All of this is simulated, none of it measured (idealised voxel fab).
process module | voxel trench capacitor
cross-section cut | 160 nm wide | cells 5 nm
A cross-section is a grid of square cells, given in bands from the top down. A band is one or more rows of cells.
Each band's line starts with the height of the band's top and of its bottom, in nm. Then come its materials from left to right, each with its width in nm. One material with "throughout" fills the band from edge to edge. "air" is empty space.
Height 0 is the level under which the wafer as received is all one material. The lowest band goes on downwards, as in "0 down".
A width such as "30 to 40" changes by the same amount from each row of cells to the next, from the band's top row to its bottom row.
"no change" after a step means that no cell of the cross-section changed.
closed voids: empty space of 8 cells or more with no open way to the top, each as width x height at its distance from the left edge, in nm
after a step's settings: what the simulator itself notes on the step
overlay nm, on a step with a mask: how far to the right of its planned place the mask lay; to the left if negative
plan
1 op RECEIVE | material Si
2 op CONFORMAL_DEP | material SiN | thk nm 5
3 op DIRECTIONAL_DEP | material aC | thk nm 15
4 op PATTERN | tone open | mask id TRENCH | material resist | width nm 20 | pitch nm 40 | thk nm 35 | overlay nm 0
5 op DIRECTIONAL_ETCH | etch materials aC | depth nm 15
6 op STRIP | etch materials resist
7 op DIRECTIONAL_ETCH | etch materials SiN | depth nm 5
8 op DIRECTIONAL_ETCH | etch materials Si | depth nm 30
9 op STRIP | etch materials aC
10 op CONFORMAL_DEP | material SiO2 | thk nm 5
11 op FILL_DEP | material polySi | thk nm 10
12 op CMP | height nm 5
as received, after step 1
  0 down: Si throughout
  closed voids: none
first wafer at the end, as planned
  5 to 0: SiN 30 | SiO2 5 | polySi 10 | SiO2 5 | SiN 20 | SiO2 5 | polySi 10 | SiO2 5 | SiN 20 | SiO2 5 | polySi 10 | SiO2 5 | SiN 30
  0 to -25: Si 30 | SiO2 5 | polySi 10 | SiO2 5 | Si 20 | SiO2 5 | polySi 10 | SiO2 5 | Si 20 | SiO2 5 | polySi 10 | SiO2 5 | Si 30
  -25 to -30: Si 30 | SiO2 20 | Si 20 | SiO2 20 | Si 20 | SiO2 20 | Si 30
  -30 down: Si throughout
  closed voids: none
second wafer at the end: like start, like plan, one mistake
  5 to 0: SiN 30 | SiO2 5 | polySi 10 | SiO2 5 | SiN 20 | SiO2 5 | polySi 10 | SiO2 5 | SiN 20 | SiO2 5 | polySi 10 | SiO2 5 | SiN 30
  0 to -30: Si 30 | SiO2 5 | polySi 10 | SiO2 5 | Si 20 | SiO2 5 | polySi 10 | SiO2 5 | Si 20 | SiO2 5 | polySi 10 | SiO2 5 | Si 30
  -30 to -35: Si 30 | SiO2 20 | Si 20 | SiO2 20 | Si 20 | SiO2 20 | Si 30
  -35 down: Si throughout
  closed voids: none
what went wrong: step 8 ran as: op DIRECTIONAL_ETCH | etch materials Si | depth nm 35
at the end the second wafer has, in cells: 12 fewer of Si | 6 more of SiO2 | 6 more of polySi
